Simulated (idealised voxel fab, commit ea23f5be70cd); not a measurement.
Herein follows the process module entitled voxel self aligned contacts.
Square cells of 5 nm make up the cross-section cut, whose width is 270 nm.
Heads up, the way a cross-section reads in here is a grid of square cells, handed over as bands from the top down, with every band being one or more rows of cells.
In this notation a band is specified by the heights of its top and bottom, in that order and in nm, after which its materials appear from left to right, each paired with its width in nm. The word "all across" attached to a single material means that material fills the band from edge to edge; the word "blank" stands for empty space.
Measure heights from 0. That's the level where, below it, the as-received wafer is all one material. The lowest band is bottomless and extends downward; write it as in "z 0 and below".
You'd read "30->40" like this: the band's top row of cells is as wide as the first number, its bottom row is as wide as the second, and going down, every row changes width by the same amount as the row before did.
"no change occurred" after a step means that no cell of the cross-section changed.
"Enclosed void list" - sealed voids, min. 8 cells, no opening to top; format: width x height at distance (distance from left edge; nm throughout).
What comes after the settings on a step's line is commentary from the simulator itself on that step.
When a step includes a mask, the "overlay nm" setting on its line states how far to the right of its planned place that mask lay, and negative values state how far to the left.
**So here's the lineup of process steps we planned**
- 1: RECEIVE: material Si
- 2: CONFORMAL_DEP: material SiO2, thk nm 5
- 3: DIRECTIONAL_DEP: material polySi, thk nm 25
- 4: DIRECTIONAL_DEP: material SiN, thk nm 20
- 5: MASKED_ETCH: tone cover, mask id GATE, width nm 25, pitch nm 65, etch materials SiN, depth nm 20, overlay nm 0
- 6: MASKED_ETCH: tone cover, mask id GATE, width nm 25, pitch nm 65, etch materials polySi, depth nm 25, overlay nm 0
- 7: CONFORMAL_DEP: material SiN, thk nm 10
- 8: DIRECTIONAL_ETCH: etch materials SiN, depth nm 10
- 9: FILL_DEP: material SiO2, thk nm 15
- 10: CMP: height nm 55
- 11: PATTERN: tone open, mask id CONTACT, material resist, width nm 50, pitch nm 65, thk nm 15, overlay nm 0
- 12: DIRECTIONAL_ETCH: etch materials SiO2, depth nm 55
- 13: STRIP: etch materials resist
- 14: CONFORMAL_DEP: material TiN, thk nm 5
- 15: FILL_DEP: material W, thk nm 5
- 16: CMP: height nm 55
- 17: CONFORMAL_DEP: material SiN, thk nm 5
**Cross-section of the wafer as it came to us, i.e., already through step 1**
	z 0 and below | Si all across
	Enclosed void list: none
**Look at the cross-section after the module: the wafer started out the way shown above and the plan was the one shown above, yet one mistake was made along the way**
	z 60 to 55 | SiN all across
	z 55 to 50 | SiO2 75 / TiN 50 / SiO2 15 / TiN 50 / SiO2 80
	z 50 to 30 | W all across
	z 30 to 5 | polySi all across
	z 5 to 0 | SiO2 all across
	z 0 and below | Si all across
	Enclosed void list: none
Diagnosis: for step 4, the planned setting was not used; the step was instead run as DIRECTIONAL_DEP: material W, thk nm 20
